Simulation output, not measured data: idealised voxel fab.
process module | voxel self aligned contacts
cross-section cut | 175 nm wide | cells 5 nm
Think of the cross-section as a grid of square cells. We describe it in bands, top to bottom, and each band covers one or more rows of those cells. First you get the band's top height and its bottom height, in nm, and then the materials it's made of, left to right, with each width in nm. If you see a single material with "all across", that one covers the band edge to edge. "air" is empty space. Below 0: as-received wafer, all one material; heights counted from there. Lowest band: no bottom, goes on down, written "z 0 and below". Read "30->40" as a graded width: first number on top, second number at the bottom, same change between each pair of neighbouring rows. Step note "identical to before" = no cross-section cell changed. "Closed void roster" - sealed voids, min. 8 cells, no opening to top; format: width x height at distance (distance from left edge; nm throughout). Step line, after settings: the simulator's comment on this step. A step line may carry the setting "overlay nm", which, for steps involving a mask, states the distance by which the mask lay to the right of its intended position; negative values denote displacement to the left.
These are the steps we planned for the process
| 1 | op RECEIVE | material Si |
| 2 | op CONFORMAL_DEP | material SiO2 | thk nm 5 |
| 3 | op DIRECTIONAL_DEP | material polySi | thk nm 25 |
| 4 | op DIRECTIONAL_DEP | material SiN | thk nm 25 |
| 5 | op MASKED_ETCH | tone cover | mask id GATE | width nm 30 | pitch nm 65 | etch materials SiN | depth nm 25 | overlay nm 0 |
| 6 | op MASKED_ETCH | tone cover | mask id GATE | width nm 30 | pitch nm 65 | etch materials polySi | depth nm 25 | overlay nm 0 |
| 7 | op CONFORMAL_DEP | material SiN | thk nm 10 |
| 8 | op DIRECTIONAL_ETCH | etch materials SiN | depth nm 10 |
| 9 | op FILL_DEP | material SiO2 | thk nm 10 |
| 10 | op CMP | height nm 60 |
| 11 | op MASKED_ETCH | tone open | mask id CONTACT | width nm 45 | etch materials SiO2 | depth nm 60 | overlay nm 0 |
| 12 | op CONFORMAL_DEP | material TiN | thk nm 5 |
| 13 | op FILL_DEP | material W | thk nm 5 |
| 14 | op CMP | height nm 60 |
| 15 | op CONFORMAL_DEP | material SiN | thk nm 5 |
The cross-section here shows the wafer as received, i.e. in its state after step 1
z 0 and below = Si all across
Closed void roster: none
Wafer cross-section at end of module: start and plan as shown above, one execution error
z 65 to 60 = SiN all across
z 60 to 55 = SiO2=65; TiN=25; W=5; TiN=15; SiO2=65
z 55 to 35 = SiO2=35; SiN=50; TiN=5; W=5; TiN=5; SiN=50; SiO2=25
z 35 to 30 = SiO2=35; SiN=50; TiN=15; SiN=50; SiO2=25
z 30 to 5 = SiO2=30; SiN=10; polySi=35; SiN=10; TiN=10; SiN=10; polySi=35; SiN=10; SiO2=25
z 5 to 0 = SiO2=85; TiN=10; SiO2=80
z 0 and below = Si all across
Closed void roster: none
What broke from the plan during processing? step 5 was processed under conditions differing from the plan, specifically as op MASKED_ETCH | tone cover | mask id GATE | width nm 30 | pitch nm 65 | etch materials SiN | depth nm 25 | overlay nm 5
